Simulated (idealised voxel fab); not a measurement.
Process module in this document: voxel self aligned contacts
Cross-section cut: width 145 nm, square cells of 5 nm.
The cross-sections in this document take the form of a grid made of square cells. They are written out as bands, in order from top to bottom. Each band consists of one or more rows of cells.
This entry defines a band. It first specifies the height of the band's top and the height of its bottom in nm, and then specifies the band's materials from left to right, stating each material with its width in nm. The word "full width" identifies a single material that fills the band from edge to edge, while the word "air" identifies empty space.
Note: height 0 marks the level under which the wafer is uniformly one material as received. Lowest band unbounded below, written "0 -> down".
So if you see something like "30 to 40" for the width, read it as the top row of the band sitting at the first number and the bottom row at the second, with every row in between moving by the same amount as the last.
You'll sometimes find "no alteration" written for a step, and that's the way of saying that nowhere in the cross-section did a cell change during that step.
Closed-off voids of 8+ cells (no open route to the top) go in "Non-vented voids", written width x height at distance from the left edge, in nm.
Past the settings on a step's line: simulator remark, on that step.
"overlay nm" denotes, for a step that has a mask, the displacement of the mask to the right of its planned place, with negative values corresponding to the left.
-- Process steps (planned)
1,RECEIVE with material Si
2,OXIDIZE with depth nm 5
3,DIRECTIONAL_DEP with material polySi, thk nm 30
4,DIRECTIONAL_DEP with material SiN, thk nm 20
5,PATTERN with tone cover, mask id GATE, material resist, width nm 30, pitch nm 75, thk nm 15, overlay nm 0
6,DIRECTIONAL_ETCH with etch materials SiN, depth nm 20
7,DIRECTIONAL_ETCH with etch materials polySi, depth nm 30
8,STRIP with etch materials resist
9,CONFORMAL_DEP with material SiN, thk nm 10
10,DIRECTIONAL_ETCH with etch materials SiN, depth nm 10
11,FILL_DEP with material SiO2, thk nm 15
12,CMP with height nm 55
13,MASKED_ETCH with tone open, mask id CONTACT, width nm 55, etch materials SiO2, depth nm 60, overlay nm 0
14,CONFORMAL_DEP with material TiN, thk nm 5
15,FILL_DEP with material Ru, thk nm 10
16,CMP with height nm 55
17,CONFORMAL_DEP with material SiN, thk nm 5
-- This is the cross-section of the wafer as we received it, i.e. after step 1
- 0 -> down: Si full width
- Non-vented voids: none
-- Look at the cross-section after the module: the wafer started out the way shown above and the plan was the one shown above, yet one mistake was made along the way
- 60 -> 55: SiN full width
- 55 -> 50: 35 SiO2  30 TiN  15 Ru  10 TiN  55 SiO2
- 50 -> 30: 10 SiO2  50 SiN  5 TiN  15 Ru  5 TiN  50 SiN  10 SiO2
- 30 -> 0: 10 SiO2  10 SiN  30 polySi  10 SiN  5 TiN  15 Ru  5 TiN  10 SiN  30 polySi  10 SiN  10 SiO2
- 0 -> -5: 60 SiO2  25 TiN  60 SiO2
- -5 -> down: Si full width
- Non-vented voids: none
Against the plan, the run slipped here: for step 13, the planned setting was not used; the step was instead run as MASKED_ETCH with tone open, mask id CONTACT, width nm 55, etch materials SiO2, depth nm 60, overlay nm -10
